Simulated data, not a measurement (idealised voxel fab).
This is a process module. Its name is voxel lift off.
190 nm wide, 5 nm square cells: that's cross-section cut.
Format of a cross-section: grid, square cells. Given as bands. Order: top down. Band: one or more rows of cells.
Band: top height; bottom height; in nm. Then, left to right: material with width in nm, for each material. "edge to edge": a single material spanning edge to edge. "blank": empty space.
Heads up on the height convention: 0 is the point under which the incoming wafer is all one material, and the lowest band has no bottom, it just keeps going down, like "top 0, no bottom".
The notation "30->40" denotes a width that varies across the rows of cells in the band, beginning at the first number in the top row, finishing at the second number in the bottom row, and changing by an identical amount from each row to the next.
For the purposes of this document, the phrase "remained the same" attached to a step denotes that no cell within the cross-section was modified by that step.
"closed voids" enumerates empty spaces isolated from the top, with no open way to it, that contain at least 8 cells, giving each as width x height at distance from the left edge, all three in nm.
Anything after a step's settings on that line? It's the simulator's own note about the step.
Among the settings permitted on a step's line is "overlay nm"; applied to a step with a mask, it specifies the extent to which the mask lay to the right of its planned position, whereas a negative figure signifies a position to the left.

[Process steps - plan]
1 RECEIVE [material Si]
2 CONFORMAL_DEP [material SiN] [thk nm 15]
3 PATTERN [tone open] [mask id LINES] [material resist] [width nm 30] [pitch nm 50] [thk nm 30] [overlay nm 0]
4 DIRECTIONAL_DEP [material Ru] [thk nm 15]
5 STRIP [etch materials resist]
6 CONFORMAL_DEP [material SiO2] [thk nm 5]

[The cross-section here shows the wafer as received, i.e. in its state after step 1]
	top 0, no bottom | Si edge to edge
	closed voids: none

[Sectioned view, first of two wafers, at the close of the module, processed as intended in the plan]
	top 35, bottom 30 | blank 25 nm; SiO2 40 nm; blank 10 nm; SiO2 40 nm; blank 10 nm; SiO2 40 nm; blank 25 nm
	top 30, bottom 20 | blank 25 nm; SiO2 5 nm; Ru 30 nm; SiO2 5 nm; blank 10 nm; SiO2 5 nm; Ru 30 nm; SiO2 5 nm; blank 10 nm; SiO2 5 nm; Ru 30 nm; SiO2 5 nm; blank 25 nm
	top 20, bottom 15 | SiO2 30 nm; Ru 30 nm; SiO2 20 nm; Ru 30 nm; SiO2 20 nm; Ru 30 nm; SiO2 30 nm
	top 15, bottom 0 | SiN edge to edge
	top 0, no bottom | Si edge to edge
	closed voids: none

[Second of two wafers, module complete, sectioned: it shares the first wafer's start and plan but was run with one mistake]
	top 20, bottom 15 | SiO2 edge to edge
	top 15, bottom 0 | SiN edge to edge
	top 0, no bottom | Si edge to edge
	closed voids: none
Nonconformance to the process plan: it should be noted that step 4 of the plan was omitted and was not performed
The final cell counts differ between the wafers, with the second having more or fewer of some materials than the first: Ru -54; SiO2 -18
